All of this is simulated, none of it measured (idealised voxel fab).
process module | voxel plated lines
cross-section cut | 180 nm wide | cells 5 nm
A cross-section is a grid of square cells, given in bands from the top down. A band is one or more rows of cells.
Each band's line starts with the height of the band's top and of its bottom, in nm. Then come its materials from left to right, each with its width in nm. One material with "throughout" fills the band from edge to edge. "air" is empty space.
Height 0 is the level under which the wafer as received is all one material. The lowest band goes on downwards, as in "0 down".
A width such as "30 to 40" changes by the same amount from each row of cells to the next, from the band's top row to its bottom row.
"no change" after a step means that no cell of the cross-section changed.
closed voids: empty space of 8 cells or more with no open way to the top, each as width x height at its distance from the left edge, in nm
after a step's settings: what the simulator itself notes on the step
overlay nm, on a step with a mask: how far to the right of its planned place the mask lay; to the left if negative
plan
1 op RECEIVE | material Si
2 op CONFORMAL_DEP | material SiN | thk nm 10
3 op DIRECTIONAL_DEP | material TiN | thk nm 5
4 op PATTERN | tone open | mask id LINES | material resist | width nm 15 | pitch nm 40 | thk nm 30 | overlay nm 0
5 op EPI | material Ru | thk nm 10
6 op EPI | material Ru | thk nm 10
7 op STRIP | etch materials resist
8 op DIRECTIONAL_ETCH | etch materials TiN | depth nm 5
9 op CONFORMAL_DEP | material SiCN | thk nm 10
first wafer, as planned
as received, after step 1
  0 down: Si throughout
  closed voids: none
after step 2
  10 to 0: SiN throughout
  below 0: unchanged
after step 3
  15 to 10: TiN throughout
  below 10: unchanged
after step 4
  45 to 15: resist 20 | air 15 | resist 25 | air 15 | resist 25 | air 15 | resist 25 | air 15 | resist 25
  below 15: unchanged
after step 5
  45 to 25: resist 20 | air 15 | resist 25 | air 15 | resist 25 | air 15 | resist 25 | air 15 | resist 25
  25 to 15: resist 20 | Ru 15 | resist 25 | Ru 15 | resist 25 | Ru 15 | resist 25 | Ru 15 | resist 25
  below 15: unchanged
after step 6
  45 to 35: resist 20 | air 15 | resist 25 | air 15 | resist 25 | air 15 | resist 25 | air 15 | resist 25
  35 to 15: resist 20 | Ru 15 | resist 25 | Ru 15 | resist 25 | Ru 15 | resist 25 | Ru 15 | resist 25
  below 15: unchanged
after step 7
  35 to 15: air 20 | Ru 15 | air 25 | Ru 15 | air 25 | Ru 15 | air 25 | Ru 15 | air 25
  below 15: unchanged
after step 8
  35 to 15: air 20 | Ru 15 | air 25 | Ru 15 | air 25 | Ru 15 | air 25 | Ru 15 | air 25
  15 to 10: air 20 | TiN 15 | air 25 | TiN 15 | air 25 | TiN 15 | air 25 | TiN 15 | air 25
  below 10: unchanged
after step 9
  45 to 35: air 10 | SiCN 35 | air 5 | SiCN 35 | air 5 | SiCN 35 | air 5 | SiCN 35 | air 15
  35 to 20: air 10 | SiCN 10 | Ru 15 | SiCN 10 | air 5 | SiCN 10 | Ru 15 | SiCN 10 | air 5 | SiCN 10 | Ru 15 | SiCN 10 | air 5 | SiCN 10 | Ru 15 | SiCN 10 | air 15
  20 to 15: SiCN 20 | Ru 15 | SiCN 25 | Ru 15 | SiCN 25 | Ru 15 | SiCN 25 | Ru 15 | SiCN 25
  15 to 10: SiCN 20 | TiN 15 | SiCN 25 | TiN 15 | SiCN 25 | TiN 15 | SiCN 25 | TiN 15 | SiCN 25
  below 10: unchanged
second wafer: like start, like plan, one mistake. Through step 3 it matches the first wafer
when step 4 should have ended
  45 to 15: resist 30 | air 15 | resist 25 | air 15 | resist 25 | air 15 | resist 25 | air 15 | resist 15
  below 15: unchanged
when step 5 should have ended
  45 to 25: resist 30 | air 15 | resist 25 | air 15 | resist 25 | air 15 | resist 25 | air 15 | resist 15
  25 to 15: resist 30 | Ru 15 | resist 25 | Ru 15 | resist 25 | Ru 15 | resist 25 | Ru 15 | resist 15
  below 15: unchanged
when step 6 should have ended
  45 to 35: resist 30 | air 15 | resist 25 | air 15 | resist 25 | air 15 | resist 25 | air 15 | resist 15
  35 to 15: resist 30 | Ru 15 | resist 25 | Ru 15 | resist 25 | Ru 15 | resist 25 | Ru 15 | resist 15
  below 15: unchanged
when step 7 should have ended
  35 to 15: air 30 | Ru 15 | air 25 | Ru 15 | air 25 | Ru 15 | air 25 | Ru 15 | air 15
  below 15: unchanged
when step 8 should have ended
  35 to 15: air 30 | Ru 15 | air 25 | Ru 15 | air 25 | Ru 15 | air 25 | Ru 15 | air 15
  15 to 10: air 30 | TiN 15 | air 25 | TiN 15 | air 25 | TiN 15 | air 25 | TiN 15 | air 15
  below 10: unchanged
when step 9 should have ended
  45 to 35: air 20 | SiCN 35 | air 5 | SiCN 35 | air 5 | SiCN 35 | air 5 | SiCN 35 | air 5
  35 to 20: air 20 | SiCN 10 | Ru 15 | SiCN 10 | air 5 | SiCN 10 | Ru 15 | SiCN 10 | air 5 | SiCN 10 | Ru 15 | SiCN 10 | air 5 | SiCN 10 | Ru 15 | SiCN 10 | air 5
  20 to 15: SiCN 30 | Ru 15 | SiCN 25 | Ru 15 | SiCN 25 | Ru 15 | SiCN 25 | Ru 15 | SiCN 15
  15 to 10: SiCN 30 | TiN 15 | SiCN 25 | TiN 15 | SiCN 25 | TiN 15 | SiCN 25 | TiN 15 | SiCN 15
  below 10: unchanged
what went wrong: step 4 ran as: op PATTERN | tone open | mask id LINES | material resist | width nm 15 | pitch nm 40 | thk nm 30 | overlay nm 10
at the end the second wafer has, in cells: as many of each material as the first, in other places
